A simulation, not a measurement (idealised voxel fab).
process module | voxel capacitor over wiring
cross-section cut | 240 nm wide | cells 5 nm
A cross-section is a grid of square cells, given in bands from the top down. A band is one or more rows of cells.
Each band's line starts with the height of the band's top and of its bottom, in nm. Then come its materials from left to right, each with its width in nm. One material with "throughout" fills the band from edge to edge. "air" is empty space.
Height 0 is the level under which the wafer as received is all one material. The lowest band goes on downwards, as in "0 down".
A width such as "30 to 40" changes by the same amount from each row of cells to the next, from the band's top row to its bottom row.
"no change" after a step means that no cell of the cross-section changed.
closed voids: empty space of 8 cells or more with no open way to the top, each as width x height at its distance from the left edge, in nm
after a step's settings: what the simulator itself notes on the step
overlay nm, on a step with a mask: how far to the right of its planned place the mask lay; to the left if negative
plan
1 op RECEIVE | material Si
2 op CONFORMAL_DEP | material SiO2 | thk nm 10
3 op DIRECTIONAL_DEP | material TiN | thk nm 5
4 op DIRECTIONAL_DEP | material W | thk nm 15
5 op DIRECTIONAL_DEP | material aC | thk nm 15
6 op PATTERN | tone cover | mask id METAL_1 | material resist | width nm 20 | pitch nm 70 | thk nm 35 | overlay nm 0
7 op DIRECTIONAL_ETCH | etch materials aC | depth nm 15
8 op STRIP | etch materials resist
9 op DIRECTIONAL_ETCH | etch materials W | depth nm 15
10 op DIRECTIONAL_ETCH | etch materials TiN | depth nm 5
11 op STRIP | etch materials aC
12 op FILL_DEP | material lowk | thk nm 5
13 op CMP | height nm 30
14 op CONFORMAL_DEP | material SiCN | thk nm 5
15 op DIRECTIONAL_DEP | material lowk | thk nm 10
16 op DIRECTIONAL_DEP | material aC | thk nm 10
17 op PATTERN | tone open | mask id PLUG_1 | material resist | width nm 15 | thk nm 30 | overlay nm 0
18 op DIRECTIONAL_ETCH | etch materials aC | depth nm 10
19 op STRIP | etch materials resist
20 op DIRECTIONAL_ETCH | etch materials lowk | depth nm 10
21 op DIRECTIONAL_ETCH | etch materials SiCN | depth nm 5
22 op STRIP | etch materials aC
23 op CONFORMAL_DEP | material TiN | thk nm 5
24 op FILL_DEP | material W | thk nm 10
25 op CMP | height nm 45
26 op DIRECTIONAL_DEP | material TiN | thk nm 5
27 op DIRECTIONAL_DEP | material SiN | thk nm 5
28 op DIRECTIONAL_DEP | material TiN | thk nm 10
29 op DIRECTIONAL_DEP | material aC | thk nm 15
30 op PATTERN | tone cover | mask id UPPER_PLATE | material resist | width nm 55 | thk nm 35 | overlay nm 0
31 op DIRECTIONAL_ETCH | etch materials aC | depth nm 15
32 op STRIP | etch materials resist
33 op DIRECTIONAL_ETCH | etch materials TiN | depth nm 10
34 op DIRECTIONAL_ETCH | etch materials SiN | depth nm 5
35 op STRIP | etch materials aC
36 op PATTERN | tone cover | mask id LOWER_PLATE | material resist | width nm 65 | thk nm 15 | overlay nm 0
37 op DIRECTIONAL_ETCH | etch materials TiN | depth nm 5
38 op STRIP | etch materials resist
39 op FILL_DEP | material SiO2 | thk nm 15
40 op CMP | height nm 75
41 op PATTERN | tone open | mask id PLUG_2 | material resist | width nm 15 | thk nm 20 | overlay nm 0
42 op DIRECTIONAL_ETCH | etch materials SiO2 | depth nm 10
43 op STRIP | etch materials resist
44 op CONFORMAL_DEP | material TiN | thk nm 5
45 op FILL_DEP | material Ru | thk nm 5
46 op CMP | height nm 75
47 op CONFORMAL_DEP | material SiCN | thk nm 5
first wafer, as planned
as received, after step 1
  0 down: Si throughout
  closed voids: none
after step 2
  10 to 0: SiO2 throughout
  below 0: unchanged
after step 3
  15 to 10: TiN throughout
  below 10: unchanged
after step 4
  30 to 15: W throughout
  below 15: unchanged
after step 5
  45 to 30: aC throughout
  below 30: unchanged
after step 6
  80 to 45: air 75 | resist 20 | air 50 | resist 20 | air 75
  below 45: unchanged
after step 7
  65 to 45: air 75 | resist 20 | air 50 | resist 20 | air 75
  45 to 30: air 75 | aC 20 | air 50 | aC 20 | air 75
  below 30: unchanged
after step 8
  45 to 30: air 75 | aC 20 | air 50 | aC 20 | air 75
  below 30: unchanged
after step 9
  45 to 30: air 75 | aC 20 | air 50 | aC 20 | air 75
  30 to 15: air 75 | W 20 | air 50 | W 20 | air 75
  below 15: unchanged
after step 10
  45 to 30: air 75 | aC 20 | air 50 | aC 20 | air 75
  30 to 15: air 75 | W 20 | air 50 | W 20 | air 75
  15 to 10: air 75 | TiN 20 | air 50 | TiN 20 | air 75
  below 10: unchanged
after step 11
  30 to 15: air 75 | W 20 | air 50 | W 20 | air 75
  below 15: unchanged
after step 12
  35 to 30: lowk throughout
  30 to 15: lowk 75 | W 20 | lowk 50 | W 20 | lowk 75
  15 to 10: lowk 75 | TiN 20 | lowk 50 | TiN 20 | lowk 75
  below 10: unchanged
after step 13
  30 to 15: lowk 75 | W 20 | lowk 50 | W 20 | lowk 75
  below 15: unchanged
after step 14
  35 to 30: SiCN throughout
  below 30: unchanged
after step 15
  45 to 35: lowk throughout
  below 35: unchanged
after step 16
  55 to 45: aC throughout
  below 45: unchanged
after step 17
  85 to 55: resist 80 | air 15 | resist 145
  below 55: unchanged
after step 18
  75 to 55: resist 80 | air 15 | resist 145
  55 to 45: aC 80 | air 15 | aC 145
  below 45: unchanged
after step 19
  55 to 45: aC 80 | air 15 | aC 145
  below 45: unchanged
after step 20
  55 to 45: aC 80 | air 15 | aC 145
  45 to 35: lowk 80 | air 15 | lowk 145
  below 35: unchanged
after step 21
  55 to 45: aC 80 | air 15 | aC 145
  45 to 35: lowk 80 | air 15 | lowk 145
  35 to 30: SiCN 80 | air 15 | SiCN 145
  below 30: unchanged
after step 22
  45 to 35: lowk 80 | air 15 | lowk 145
  below 35: unchanged
after step 23
  50 to 45: TiN 85 | air 5 | TiN 150
  45 to 35: lowk 80 | TiN 5 | air 5 | TiN 5 | lowk 145
  35 to 30: SiCN 80 | TiN 15 | SiCN 145
  below 30: unchanged
after step 24
  60 to 50: W throughout
  50 to 45: TiN 85 | W 5 | TiN 150
  45 to 35: lowk 80 | TiN 5 | W 5 | TiN 5 | lowk 145
  below 35: unchanged
after step 25
  45 to 35: lowk 80 | TiN 5 | W 5 | TiN 5 | lowk 145
  below 35: unchanged
after step 26
  50 to 45: TiN throughout
  below 45: unchanged
after step 27
  55 to 50: SiN throughout
  below 50: unchanged
after step 28
  65 to 55: TiN throughout
  below 55: unchanged
after step 29
  80 to 65: aC throughout
  below 65: unchanged
after step 30
  115 to 80: air 80 | resist 55 | air 105
  below 80: unchanged
after step 31
  100 to 80: air 80 | resist 55 | air 105
  80 to 65: air 80 | aC 55 | air 105
  below 65: unchanged
after step 32
  80 to 65: air 80 | aC 55 | air 105
  below 65: unchanged
after step 33
  80 to 65: air 80 | aC 55 | air 105
  65 to 55: air 80 | TiN 55 | air 105
  below 55: unchanged
after step 34
  80 to 65: air 80 | aC 55 | air 105
  65 to 55: air 80 | TiN 55 | air 105
  55 to 50: air 80 | SiN 55 | air 105
  below 50: unchanged
after step 35
  65 to 55: air 80 | TiN 55 | air 105
  below 55: unchanged
after step 36
  80 to 65: air 75 | resist 65 | air 100
  65 to 55: air 75 | resist 5 | TiN 55 | resist 5 | air 100
  55 to 50: air 75 | resist 5 | SiN 55 | resist 5 | air 100
  below 50: unchanged
after step 37
  80 to 65: air 75 | resist 65 | air 100
  65 to 55: air 75 | resist 5 | TiN 55 | resist 5 | air 100
  55 to 50: air 75 | resist 5 | SiN 55 | resist 5 | air 100
  50 to 45: air 75 | TiN 65 | air 100
  below 45: unchanged
after step 38
  65 to 55: air 80 | TiN 55 | air 105
  55 to 50: air 80 | SiN 55 | air 105
  below 50: unchanged
after step 39
  80 to 65: SiO2 throughout
  65 to 55: SiO2 80 | TiN 55 | SiO2 105
  55 to 50: SiO2 80 | SiN 55 | SiO2 105
  50 to 45: SiO2 75 | TiN 65 | SiO2 100
  below 45: unchanged
after step 40
  75 to 65: SiO2 throughout
  below 65: unchanged
after step 41
  95 to 75: resist 90 | air 15 | resist 135
  below 75: unchanged
after step 42
  95 to 75: resist 90 | air 15 | resist 135
  75 to 65: SiO2 90 | air 15 | SiO2 135
  below 65: unchanged
after step 43
  75 to 65: SiO2 90 | air 15 | SiO2 135
  below 65: unchanged
after step 44
  80 to 75: TiN 95 | air 5 | TiN 140
  75 to 70: SiO2 90 | TiN 5 | air 5 | TiN 5 | SiO2 135
  70 to 65: SiO2 90 | TiN 15 | SiO2 135
  below 65: unchanged
after step 45
  85 to 80: Ru throughout
  80 to 75: TiN 95 | Ru 5 | TiN 140
  75 to 70: SiO2 90 | TiN 5 | Ru 5 | TiN 5 | SiO2 135
  below 70: unchanged
after step 46
  75 to 70: SiO2 90 | TiN 5 | Ru 5 | TiN 5 | SiO2 135
  below 70: unchanged
after step 47
  80 to 75: SiCN throughout
  below 75: unchanged
second wafer: like start, like plan, one mistake. Through step 1 it matches the first wafer
when step 2 should have ended
  10 to 0: SiCN throughout
  below 0: unchanged
when step 3 should have ended
  15 to 10: TiN throughout
  below 10: unchanged
when step 4 should have ended
  30 to 15: W throughout
  below 15: unchanged
when step 5 should have ended
  45 to 30: aC throughout
  below 30: unchanged
when step 6 should have ended
  80 to 45: air 75 | resist 20 | air 50 | resist 20 | air 75
  below 45: unchanged
when step 7 should have ended
  65 to 45: air 75 | resist 20 | air 50 | resist 20 | air 75
  45 to 30: air 75 | aC 20 | air 50 | aC 20 | air 75
  below 30: unchanged
when step 8 should have ended
  45 to 30: air 75 | aC 20 | air 50 | aC 20 | air 75
  below 30: unchanged
when step 9 should have ended
  45 to 30: air 75 | aC 20 | air 50 | aC 20 | air 75
  30 to 15: air 75 | W 20 | air 50 | W 20 | air 75
  below 15: unchanged
when step 10 should have ended
  45 to 30: air 75 | aC 20 | air 50 | aC 20 | air 75
  30 to 15: air 75 | W 20 | air 50 | W 20 | air 75
  15 to 10: air 75 | TiN 20 | air 50 | TiN 20 | air 75
  below 10: unchanged
when step 11 should have ended
  30 to 15: air 75 | W 20 | air 50 | W 20 | air 75
  below 15: unchanged
when step 12 should have ended
  35 to 30: lowk throughout
  30 to 15: lowk 75 | W 20 | lowk 50 | W 20 | lowk 75
  15 to 10: lowk 75 | TiN 20 | lowk 50 | TiN 20 | lowk 75
  below 10: unchanged
when step 13 should have ended
  30 to 15: lowk 75 | W 20 | lowk 50 | W 20 | lowk 75
  below 15: unchanged
when step 14 should have ended
  35 to 30: SiCN throughout
  below 30: unchanged
when step 15 should have ended
  45 to 35: lowk throughout
  below 35: unchanged
when step 16 should have ended
  55 to 45: aC throughout
  below 45: unchanged
when step 17 should have ended
  85 to 55: resist 80 | air 15 | resist 145
  below 55: unchanged
when step 18 should have ended
  75 to 55: resist 80 | air 15 | resist 145
  55 to 45: aC 80 | air 15 | aC 145
  below 45: unchanged
when step 19 should have ended
  55 to 45: aC 80 | air 15 | aC 145
  below 45: unchanged
when step 20 should have ended
  55 to 45: aC 80 | air 15 | aC 145
  45 to 35: lowk 80 | air 15 | lowk 145
  below 35: unchanged
when step 21 should have ended
  55 to 45: aC 80 | air 15 | aC 145
  45 to 35: lowk 80 | air 15 | lowk 145
  35 to 30: SiCN 80 | air 15 | SiCN 145
  below 30: unchanged
when step 22 should have ended
  45 to 35: lowk 80 | air 15 | lowk 145
  below 35: unchanged
when step 23 should have ended
  50 to 45: TiN 85 | air 5 | TiN 150
  45 to 35: lowk 80 | TiN 5 | air 5 | TiN 5 | lowk 145
  35 to 30: SiCN 80 | TiN 15 | SiCN 145
  below 30: unchanged
when step 24 should have ended
  60 to 50: W throughout
  50 to 45: TiN 85 | W 5 | TiN 150
  45 to 35: lowk 80 | TiN 5 | W 5 | TiN 5 | lowk 145
  below 35: unchanged
when step 25 should have ended
  45 to 35: lowk 80 | TiN 5 | W 5 | TiN 5 | lowk 145
  below 35: unchanged
when step 26 should have ended
  50 to 45: TiN throughout
  below 45: unchanged
when step 27 should have ended
  55 to 50: SiN throughout
  below 50: unchanged
when step 28 should have ended
  65 to 55: TiN throughout
  below 55: unchanged
when step 29 should have ended
  80 to 65: aC throughout
  below 65: unchanged
when step 30 should have ended
  115 to 80: air 80 | resist 55 | air 105
  below 80: unchanged
when step 31 should have ended
  100 to 80: air 80 | resist 55 | air 105
  80 to 65: air 80 | aC 55 | air 105
  below 65: unchanged
when step 32 should have ended
  80 to 65: air 80 | aC 55 | air 105
  below 65: unchanged
when step 33 should have ended
  80 to 65: air 80 | aC 55 | air 105
  65 to 55: air 80 | TiN 55 | air 105
  below 55: unchanged
when step 34 should have ended
  80 to 65: air 80 | aC 55 | air 105
  65 to 55: air 80 | TiN 55 | air 105
  55 to 50: air 80 | SiN 55 | air 105
  below 50: unchanged
when step 35 should have ended
  65 to 55: air 80 | TiN 55 | air 105
  below 55: unchanged
when step 36 should have ended
  80 to 65: air 75 | resist 65 | air 100
  65 to 55: air 75 | resist 5 | TiN 55 | resist 5 | air 100
  55 to 50: air 75 | resist 5 | SiN 55 | resist 5 | air 100
  below 50: unchanged
when step 37 should have ended
  80 to 65: air 75 | resist 65 | air 100
  65 to 55: air 75 | resist 5 | TiN 55 | resist 5 | air 100
  55 to 50: air 75 | resist 5 | SiN 55 | resist 5 | air 100
  50 to 45: air 75 | TiN 65 | air 100
  below 45: unchanged
when step 38 should have ended
  65 to 55: air 80 | TiN 55 | air 105
  55 to 50: air 80 | SiN 55 | air 105
  below 50: unchanged
when step 39 should have ended
  80 to 65: SiO2 throughout
  65 to 55: SiO2 80 | TiN 55 | SiO2 105
  55 to 50: SiO2 80 | SiN 55 | SiO2 105
  50 to 45: SiO2 75 | TiN 65 | SiO2 100
  below 45: unchanged
when step 40 should have ended
  75 to 65: SiO2 throughout
  below 65: unchanged
when step 41 should have ended
  95 to 75: resist 90 | air 15 | resist 135
  below 75: unchanged
when step 42 should have ended
  95 to 75: resist 90 | air 15 | resist 135
  75 to 65: SiO2 90 | air 15 | SiO2 135
  below 65: unchanged
when step 43 should have ended
  75 to 65: SiO2 90 | air 15 | SiO2 135
  below 65: unchanged
when step 44 should have ended
  80 to 75: TiN 95 | air 5 | TiN 140
  75 to 70: SiO2 90 | TiN 5 | air 5 | TiN 5 | SiO2 135
  70 to 65: SiO2 90 | TiN 15 | SiO2 135
  below 65: unchanged
when step 45 should have ended
  85 to 80: Ru throughout
  80 to 75: TiN 95 | Ru 5 | TiN 140
  75 to 70: SiO2 90 | TiN 5 | Ru 5 | TiN 5 | SiO2 135
  below 70: unchanged
when step 46 should have ended
  75 to 70: SiO2 90 | TiN 5 | Ru 5 | TiN 5 | SiO2 135
  below 70: unchanged
when step 47 should have ended
  80 to 75: SiCN throughout
  below 75: unchanged
what went wrong: step 2 ran as: op CONFORMAL_DEP | material SiCN | thk nm 10
at the end the second wafer has, in cells: 96 more of SiCN | 96 fewer of SiO2
